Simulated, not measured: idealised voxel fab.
process module | voxel ribs on slabs
cross-section cut | 250 nm wide | cells 5 nm
A cross-section is a grid of square cells, given in bands from the top down. A band is one or more rows of cells.
Each band's line starts with the height of the band's top and of its bottom, in nm. Then come its materials from left to right, each with its width in nm. One material with "throughout" fills the band from edge to edge. "air" is empty space.
Height 0 is the level under which the wafer as received is all one material. The lowest band goes on downwards, as in "0 down".
A width such as "30 to 40" changes by the same amount from each row of cells to the next, from the band's top row to its bottom row.
"no change" after a step means that no cell of the cross-section changed.
closed voids: empty space of 8 cells or more with no open way to the top, each as width x height at its distance from the left edge, in nm
after a step's settings: what the simulator itself notes on the step
overlay nm, on a step with a mask: how far to the right of its planned place the mask lay; to the left if negative
plan
1 op RECEIVE | material Si
2 op DIRECTIONAL_DEP | material SiO2 | thk nm 20
3 op DIRECTIONAL_DEP | material SiN | thk nm 25
4 op PATTERN | tone cover | mask id RIB | material resist | width nm 25 | thk nm 15 | overlay nm 0
5 op DIRECTIONAL_ETCH | etch materials SiN | depth nm 5
6 op STRIP | etch materials resist
7 op DIRECTIONAL_DEP | material aC | thk nm 10
8 op PATTERN | tone cover | mask id SLAB | material resist | width nm 55 | thk nm 25 | overlay nm 0
9 op DIRECTIONAL_ETCH | etch materials aC | depth nm 10
10 op STRIP | etch materials resist
11 op DIRECTIONAL_ETCH | etch materials SiN | depth nm 20
12 op STRIP | etch materials aC
13 op FILL_DEP | material SiO2 | thk nm 25
14 op CMP | height nm 65
15 op DIRECTIONAL_DEP | material TiN | thk nm 10
16 op DIRECTIONAL_DEP | material aC | thk nm 15
17 op PATTERN | tone cover | mask id HEATER | material resist | width nm 35 | thk nm 35 | overlay nm 0
18 op DIRECTIONAL_ETCH | etch materials aC | depth nm 15
19 op STRIP | etch materials resist
20 op DIRECTIONAL_ETCH | etch materials TiN | depth nm 10
21 op STRIP | etch materials aC
22 op CONFORMAL_DEP | material SiN | thk nm 10
as received, after step 1
  0 down: Si throughout
  closed voids: none
a wafer at the end: this start, this plan, one mistake
  85 to 75: air 95 | SiN 55 | air 100
  75 to 65: SiN 105 | TiN 35 | SiN 110
  65 to 60: SiO2 110 | SiN 25 | SiO2 115
  60 to 40: SiO2 95 | SiN 55 | SiO2 100
  40 to 0: SiO2 throughout
  0 down: Si throughout
  closed voids: none
what went wrong: step 2 was run twice
